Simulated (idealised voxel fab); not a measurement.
Process module under the name voxel trench capacitor
cross-section cut | 265 nm wide | cells 5 nm
We lay out every cross-section as a grid of square cells and spell it out in bands from the top down, where one band means one or more rows of cells.
In this notation a band is specified by the heights of its top and bottom, in that order and in nm, after which its materials appear from left to right, each paired with its width in nm. The word "full width" attached to a single material means that material fills the band from edge to edge; the word "air" stands for empty space.
Note: height 0 marks the level under which the wafer is uniformly one material as received. Lowest band unbounded below, written "from 0 down".
Per-row width for "30->40": begins at first number (top row of band), ends at second number (bottom row), increment between rows held constant.
A step reported as "same as before" is a step in which no cell of the cross-section changed.
What "Enclosed void entries" gives you is every empty space of 8 cells or more that is cut off from the top. Each appears as width x height at distance, with the distance taken from the left edge and width, height and distance all in nm.
Step line, after settings: the simulator's comment on this step.
overlay nm: where the mask lay relative to plan, measured to the right, on steps with a mask; negatives go left.

plan:
1,RECEIVE,material Si
2,CONFORMAL_DEP,material SiN,thk nm 5
3,DIRECTIONAL_DEP,material aC,thk nm 15
4,PATTERN,tone open,mask id TRENCH,material resist,width nm 25,pitch nm 55,thk nm 35,overlay nm 0
5,DIRECTIONAL_ETCH,etch materials aC,depth nm 15
6,STRIP,etch materials resist
7,DIRECTIONAL_ETCH,etch materials SiN,depth nm 5
8,DIRECTIONAL_ETCH,etch materials Si,depth nm 40
9,STRIP,etch materials aC
10,CONFORMAL_DEP,material HfO2,thk nm 5
11,CONFORMAL_DEP,material TiN,thk nm 5
12,FILL_DEP,material W,thk nm 5
13,CMP,height nm 5

Account of the first of two wafers, which was processed as intended:

Step 1 complete: cross-section of the wafer as received:
> from 0 down = Si full width
> Enclosed void entries: none

The following cross-section depicts the wafer upon completion of step 2:
> from 5 to 0 = SiN full width
> Below a height of 0, the structure has not been altered.

The following cross-section depicts the wafer upon completion of step 3:
> from 20 to 5 = aC full width
> Below a height of 5, the structure has not been altered.

The following cross-section depicts the wafer upon completion of step 4:
> from 55 to 20 = resist: 35 | air: 25 | resist: 30 | air: 25 | resist: 30 | air: 25 | resist: 30 | air: 25 | resist: 40
> Below a height of 20, the structure has not been altered.

The following cross-section depicts the wafer upon completion of step 5:
> from 40 to 20 = resist: 35 | air: 25 | resist: 30 | air: 25 | resist: 30 | air: 25 | resist: 30 | air: 25 | resist: 40
> from 20 to 5 = aC: 35 | air: 25 | aC: 30 | air: 25 | aC: 30 | air: 25 | aC: 30 | air: 25 | aC: 40
> Below a height of 5, the structure has not been altered.

The following cross-section depicts the wafer upon completion of step 6:
> from 20 to 5 = aC: 35 | air: 25 | aC: 30 | air: 25 | aC: 30 | air: 25 | aC: 30 | air: 25 | aC: 40
> Below a height of 5, the structure has not been altered.

The following cross-section depicts the wafer upon completion of step 7:
> from 20 to 5 = aC: 35 | air: 25 | aC: 30 | air: 25 | aC: 30 | air: 25 | aC: 30 | air: 25 | aC: 40
> from 5 to 0 = SiN: 35 | air: 25 | SiN: 30 | air: 25 | SiN: 30 | air: 25 | SiN: 30 | air: 25 | SiN: 40
> Below a height of 0, the structure has not been altered.

The following cross-section depicts the wafer upon completion of step 8:
> from 20 to 5 = aC: 35 | air: 25 | aC: 30 | air: 25 | aC: 30 | air: 25 | aC: 30 | air: 25 | aC: 40
> from 5 to 0 = SiN: 35 | air: 25 | SiN: 30 | air: 25 | SiN: 30 | air: 25 | SiN: 30 | air: 25 | SiN: 40
> from 0 to -40 = Si: 35 | air: 25 | Si: 30 | air: 25 | Si: 30 | air: 25 | Si: 30 | air: 25 | Si: 40
> Below a height of -40, the structure has not been altered.

The following cross-section depicts the wafer upon completion of step 9:
> from 5 to 0 = SiN: 35 | air: 25 | SiN: 30 | air: 25 | SiN: 30 | air: 25 | SiN: 30 | air: 25 | SiN: 40
> Below a height of 0, the structure has not been altered.

The following cross-section depicts the wafer upon completion of step 10:
> from 10 to 5 = HfO2: 40 | air: 15 | HfO2: 40 | air: 15 | HfO2: 40 | air: 15 | HfO2: 40 | air: 15 | HfO2: 45
> from 5 to 0 = SiN: 35 | HfO2: 5 | air: 15 | HfO2: 5 | SiN: 30 | HfO2: 5 | air: 15 | HfO2: 5 | SiN: 30 | HfO2: 5 | air: 15 | HfO2: 5 | SiN: 30 | HfO2: 5 | air: 15 | HfO2: 5 | SiN: 40
> from 0 to -35 = Si: 35 | HfO2: 5 | air: 15 | HfO2: 5 | Si: 30 | HfO2: 5 | air: 15 | HfO2: 5 | Si: 30 | HfO2: 5 | air: 15 | HfO2: 5 | Si: 30 | HfO2: 5 | air: 15 | HfO2: 5 | Si: 40
> from -35 to -40 = Si: 35 | HfO2: 25 | Si: 30 | HfO2: 25 | Si: 30 | HfO2: 25 | Si: 30 | HfO2: 25 | Si: 40
> Below a height of -40, the structure has not been altered.

The following cross-section depicts the wafer upon completion of step 11:
> from 15 to 10 = TiN: 45 | air: 5 | TiN: 50 | air: 5 | TiN: 50 | air: 5 | TiN: 50 | air: 5 | TiN: 50
> from 10 to 5 = HfO2: 40 | TiN: 5 | air: 5 | TiN: 5 | HfO2: 40 | TiN: 5 | air: 5 | TiN: 5 | HfO2: 40 | TiN: 5 | air: 5 | TiN: 5 | HfO2: 40 | TiN: 5 | air: 5 | TiN: 5 | HfO2: 45
> from 5 to 0 = SiN: 35 | HfO2: 5 | TiN: 5 | air: 5 | TiN: 5 | HfO2: 5 | SiN: 30 | HfO2: 5 | TiN: 5 | air: 5 | TiN: 5 | HfO2: 5 | SiN: 30 | HfO2: 5 | TiN: 5 | air: 5 | TiN: 5 | HfO2: 5 | SiN: 30 | HfO2: 5 | TiN: 5 | air: 5 | TiN: 5 | HfO2: 5 | SiN: 40
> from 0 to -30 = Si: 35 | HfO2: 5 | TiN: 5 | air: 5 | TiN: 5 | HfO2: 5 | Si: 30 | HfO2: 5 | TiN: 5 | air: 5 | TiN: 5 | HfO2: 5 | Si: 30 | HfO2: 5 | TiN: 5 | air: 5 | TiN: 5 | HfO2: 5 | Si: 30 | HfO2: 5 | TiN: 5 | air: 5 | TiN: 5 | HfO2: 5 | Si: 40
> from -30 to -35 = Si: 35 | HfO2: 5 | TiN: 15 | HfO2: 5 | Si: 30 | HfO2: 5 | TiN: 15 | HfO2: 5 | Si: 30 | HfO2: 5 | TiN: 15 | HfO2: 5 | Si: 30 | HfO2: 5 | TiN: 15 | HfO2: 5 | Si: 40
> Below a height of -35, the structure has not been altered.

The following cross-section depicts the wafer upon completion of step 12:
> from 20 to 15 = W full width
> from 15 to 10 = TiN: 45 | W: 5 | TiN: 50 | W: 5 | TiN: 50 | W: 5 | TiN: 50 | W: 5 | TiN: 50
> from 10 to 5 = HfO2: 40 | TiN: 5 | W: 5 | TiN: 5 | HfO2: 40 | TiN: 5 | W: 5 | TiN: 5 | HfO2: 40 | TiN: 5 | W: 5 | TiN: 5 | HfO2: 40 | TiN: 5 | W: 5 | TiN: 5 | HfO2: 45
> from 5 to 0 = SiN: 35 | HfO2: 5 | TiN: 5 | W: 5 | TiN: 5 | HfO2: 5 | SiN: 30 | HfO2: 5 | TiN: 5 | W: 5 | TiN: 5 | HfO2: 5 | SiN: 30 | HfO2: 5 | TiN: 5 | W: 5 | TiN: 5 | HfO2: 5 | SiN: 30 | HfO2: 5 | TiN: 5 | W: 5 | TiN: 5 | HfO2: 5 | SiN: 40
> from 0 to -30 = Si: 35 | HfO2: 5 | TiN: 5 | W: 5 | TiN: 5 | HfO2: 5 | Si: 30 | HfO2: 5 | TiN: 5 | W: 5 | TiN: 5 | HfO2: 5 | Si: 30 | HfO2: 5 | TiN: 5 | W: 5 | TiN: 5 | HfO2: 5 | Si: 30 | HfO2: 5 | TiN: 5 | W: 5 | TiN: 5 | HfO2: 5 | Si: 40
> Below a height of -30, the structure has not been altered.

The following cross-section depicts the wafer upon completion of step 13:
> from 5 to 0 = SiN: 35 | HfO2: 5 | TiN: 5 | W: 5 | TiN: 5 | HfO2: 5 | SiN: 30 | HfO2: 5 | TiN: 5 | W: 5 | TiN: 5 | HfO2: 5 | SiN: 30 | HfO2: 5 | TiN: 5 | W: 5 | TiN: 5 | HfO2: 5 | SiN: 30 | HfO2: 5 | TiN: 5 | W: 5 | TiN: 5 | HfO2: 5 | SiN: 40
> Below a height of 0, the structure has not been altered.

Second wafer - shared start and plan with the first - one error in running - same as the first up to step 9 inclusive:

Cross-section, second wafer, at the end time the plan gives for step 10:
> from 10 to 5 = TiN: 40 | air: 15 | TiN: 40 | air: 15 | TiN: 40 | air: 15 | TiN: 40 | air: 15 | TiN: 45
> from 5 to 0 = SiN: 35 | TiN: 5 | air: 15 | TiN: 5 | SiN: 30 | TiN: 5 | air: 15 | TiN: 5 | SiN: 30 | TiN: 5 | air: 15 | TiN: 5 | SiN: 30 | TiN: 5 | air: 15 | TiN: 5 | SiN: 40
> from 0 to -35 = Si: 35 | TiN: 5 | air: 15 | TiN: 5 | Si: 30 | TiN: 5 | air: 15 | TiN: 5 | Si: 30 | TiN: 5 | air: 15 | TiN: 5 | Si: 30 | TiN: 5 | air: 15 | TiN: 5 | Si: 40
> from -35 to -40 = Si: 35 | TiN: 25 | Si: 30 | TiN: 25 | Si: 30 | TiN: 25 | Si: 30 | TiN: 25 | Si: 40
> Below a height of -40, the structure has not been altered.

Cross-section, second wafer, at the end time the plan gives for step 11:
> from 15 to 10 = HfO2: 45 | air: 5 | HfO2: 50 | air: 5 | HfO2: 50 | air: 5 | HfO2: 50 | air: 5 | HfO2: 50
> from 10 to 5 = TiN: 40 | HfO2: 5 | air: 5 | HfO2: 5 | TiN: 40 | HfO2: 5 | air: 5 | HfO2: 5 | TiN: 40 | HfO2: 5 | air: 5 | HfO2: 5 | TiN: 40 | HfO2: 5 | air: 5 | HfO2: 5 | TiN: 45
> from 5 to 0 = SiN: 35 | TiN: 5 | HfO2: 5 | air: 5 | HfO2: 5 | TiN: 5 | SiN: 30 | TiN: 5 | HfO2: 5 | air: 5 | HfO2: 5 | TiN: 5 | SiN: 30 | TiN: 5 | HfO2: 5 | air: 5 | HfO2: 5 | TiN: 5 | SiN: 30 | TiN: 5 | HfO2: 5 | air: 5 | HfO2: 5 | TiN: 5 | SiN: 40
> from 0 to -30 = Si: 35 | TiN: 5 | HfO2: 5 | air: 5 | HfO2: 5 | TiN: 5 | Si: 30 | TiN: 5 | HfO2: 5 | air: 5 | HfO2: 5 | TiN: 5 | Si: 30 | TiN: 5 | HfO2: 5 | air: 5 | HfO2: 5 | TiN: 5 | Si: 30 | TiN: 5 | HfO2: 5 | air: 5 | HfO2: 5 | TiN: 5 | Si: 40
> from -30 to -35 = Si: 35 | TiN: 5 | HfO2: 15 | TiN: 5 | Si: 30 | TiN: 5 | HfO2: 15 | TiN: 5 | Si: 30 | TiN: 5 | HfO2: 15 | TiN: 5 | Si: 30 | TiN: 5 | HfO2: 15 | TiN: 5 | Si: 40
> Below a height of -35, the structure has not been altered.

Cross-section, second wafer, at the end time the plan gives for step 12:
> from 20 to 15 = W full width
> from 15 to 10 = HfO2: 45 | W: 5 | HfO2: 50 | W: 5 | HfO2: 50 | W: 5 | HfO2: 50 | W: 5 | HfO2: 50
> from 10 to 5 = TiN: 40 | HfO2: 5 | W: 5 | HfO2: 5 | TiN: 40 | HfO2: 5 | W: 5 | HfO2: 5 | TiN: 40 | HfO2: 5 | W: 5 | HfO2: 5 | TiN: 40 | HfO2: 5 | W: 5 | HfO2: 5 | TiN: 45
> from 5 to 0 = SiN: 35 | TiN: 5 | HfO2: 5 | W: 5 | HfO2: 5 | TiN: 5 | SiN: 30 | TiN: 5 | HfO2: 5 | W: 5 | HfO2: 5 | TiN: 5 | SiN: 30 | TiN: 5 | HfO2: 5 | W: 5 | HfO2: 5 | TiN: 5 | SiN: 30 | TiN: 5 | HfO2: 5 | W: 5 | HfO2: 5 | TiN: 5 | SiN: 40
> from 0 to -30 = Si: 35 | TiN: 5 | HfO2: 5 | W: 5 | HfO2: 5 | TiN: 5 | Si: 30 | TiN: 5 | HfO2: 5 | W: 5 | HfO2: 5 | TiN: 5 | Si: 30 | TiN: 5 | HfO2: 5 | W: 5 | HfO2: 5 | TiN: 5 | Si: 30 | TiN: 5 | HfO2: 5 | W: 5 | HfO2: 5 | TiN: 5 | Si: 40
> Below a height of -30, the structure has not been altered.

Cross-section, second wafer, at the end time the plan gives for step 13:
> from 5 to 0 = SiN: 35 | TiN: 5 | HfO2: 5 | W: 5 | HfO2: 5 | TiN: 5 | SiN: 30 | TiN: 5 | HfO2: 5 | W: 5 | HfO2: 5 | TiN: 5 | SiN: 30 | TiN: 5 | HfO2: 5 | W: 5 | HfO2: 5 | TiN: 5 | SiN: 30 | TiN: 5 | HfO2: 5 | W: 5 | HfO2: 5 | TiN: 5 | SiN: 40
> Below a height of 0, the structure has not been altered.
Error vs. plan: transposition of steps 10 and 11 relative to the planned sequence
It is noted that, at the conclusion of processing, the second wafer exhibits a higher or lower cell count for certain materials relative to the first: -16 HfO2; +16 TiN
